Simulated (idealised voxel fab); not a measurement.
Process module heading - voxel self aligned contacts
For reference, the cross-section in this document is cut, with width 285 nm and square cells of 5 nm.
In what follows, cross-sections appear as grids of square cells, described through bands that run from the top down, where every band is one or more rows of cells.
Heads up on the band format: heights come first, top then bottom, in nm. After that it's the materials left to right, each with its width in nm. A single material flagged "full width" fills the whole band edge to edge, and "blank" means there's empty space there.
The reference from which all heights are counted is 0, the level beneath which the as-received wafer is entirely one material; the lowest band, having no lower bound, proceeds downward and is written after the example "0 nm and below".
The expression "30->40" gives the width at the extremes of the band, the first number at its top row of cells and the second at its bottom row, with the width changing by equal amounts from each row to the next in between.
"no modification" (step): cross-section cells unchanged, all of them.
You'll see "Enclosed void listing" listing empty spaces that have no way open to the top, as long as they're 8 cells or more; the notation is width x height at distance, where the distance is from the left edge, and all of it is in nm.
Heads up: the bit after the settings on a step's line is the simulator's remark on that step.
When a step includes a mask, the "overlay nm" setting on its line states how far to the right of its planned place that mask lay, and negative values state how far to the left.
STEPS IN THE PROCESS PLAN
- 1: RECEIVE, material Si
- 2: OXIDIZE, depth nm 5
- 3: DIRECTIONAL_DEP, material polySi, thk nm 20
- 4: DIRECTIONAL_DEP, material SiN, thk nm 20
- 5: MASKED_ETCH, tone cover, mask id GATE, width nm 35, pitch nm 80, etch materials SiN, depth nm 20, overlay nm 0
- 6: MASKED_ETCH, tone cover, mask id GATE, width nm 35, pitch nm 80, etch materials polySi, depth nm 20, overlay nm 0
- 7: CONFORMAL_DEP, material SiN, thk nm 10
- 8: DIRECTIONAL_ETCH, etch materials SiN, depth nm 5
- 9: FILL_DEP, material SiO2, thk nm 15
- 10: CMP, height nm 45
- 11: PATTERN, tone open, mask id CONTACT, material resist, width nm 65, thk nm 20, overlay nm 0
- 12: DIRECTIONAL_ETCH, etch materials SiO2, depth nm 50
- 13: STRIP, etch materials resist
- 14: CONFORMAL_DEP, material TiN, thk nm 5
- 15: FILL_DEP, material Ru, thk nm 10
- 16: CMP, height nm 45
- 17: CONFORMAL_DEP, material SiCN, thk nm 5
Be aware that, although all wafers share a common starting state, the depth nm at step 8 differs among them, and the plan displays the first wafer's value.
THE AS-RECEIVED CROSS-SECTION OF THE FIRST OF SEVERAL WAFERS CORRESPONDS TO THE STATE AFTER STEP 1
- 0 nm and below | Si full width
- Enclosed void listing: none
SHOWN IN CROSS-SECTION: THE FIRST OF SEVERAL WAFERS AT THE END OF THE MODULE, AFTER ITS LAST STEP, STEP 17
- 50 nm to 45 nm | SiCN full width
- 45 nm to 20 nm | 75 SiO2, then 55 SiN, then 5 TiN, then 15 Ru, then 5 TiN, then 55 SiN, then 75 SiO2
- 20 nm to 10 nm | 75 SiO2, then 10 SiN, then 35 polySi, then 10 SiN, then 5 TiN, then 15 Ru, then 5 TiN, then 10 SiN, then 35 polySi, then 10 SiN, then 75 SiO2
- 10 nm to 5 nm | 75 SiO2, then 10 SiN, then 35 polySi, then 10 SiN, then 25 TiN, then 10 SiN, then 35 polySi, then 10 SiN, then 75 SiO2
- 5 nm to 0 nm | 85 SiN, then 35 polySi, then 45 SiN, then 35 polySi, then 85 SiN
- 0 nm to -5 nm | SiO2 full width
- -5 nm and below | Si full width
- Enclosed void listing: none
AT THE END OF THE MODULE, THE LAST OF SEVERAL WAFERS IN CROSS-SECTION
- 50 nm to 45 nm | SiCN full width
- 45 nm to 35 nm | 110 SiO2, then 5 TiN, then 55 Ru, then 5 TiN, then 110 SiO2
- 35 nm to 30 nm | 110 SiO2, then 25 TiN, then 15 Ru, then 25 TiN, then 110 SiO2
- 30 nm to 20 nm | 75 SiO2, then 55 SiN, then 5 TiN, then 15 Ru, then 5 TiN, then 55 SiN, then 75 SiO2
- 20 nm to 0 nm | 75 SiO2, then 10 SiN, then 35 polySi, then 10 SiN, then 5 TiN, then 15 Ru, then 5 TiN, then 10 SiN, then 35 polySi, then 10 SiN, then 75 SiO2
- 0 nm to -5 nm | 130 SiO2, then 25 TiN, then 130 SiO2
- -5 nm and below | Si full width
- Enclosed void listing: none
WAFER ROWS, END OF MODULE: CELLS PER MATERIAL GAINED (+) OR LOST (-) SINCE RECEIPT; CLOSED VOIDS LAST
depth nm 5, +21 Ru, -57 Si, +57 SiCN, +177 SiN, +297 SiO2, +19 TiN, +56 polySi, Enclosed void listing: none
depth nm 10, +27 Ru, -57 Si, +57 SiCN, +120 SiN, +336 SiO2, +31 TiN, +56 polySi, Enclosed void listing: none
depth nm 15, +35 Ru, -57 Si, +57 SiCN, +98 SiN, +350 SiO2, +31 TiN, +56 polySi, Enclosed void listing: none
depth nm 20, +43 Ru, -57 Si, +57 SiCN, +76 SiN, +364 SiO2, +31 TiN, +56 polySi, Enclosed void listing: none
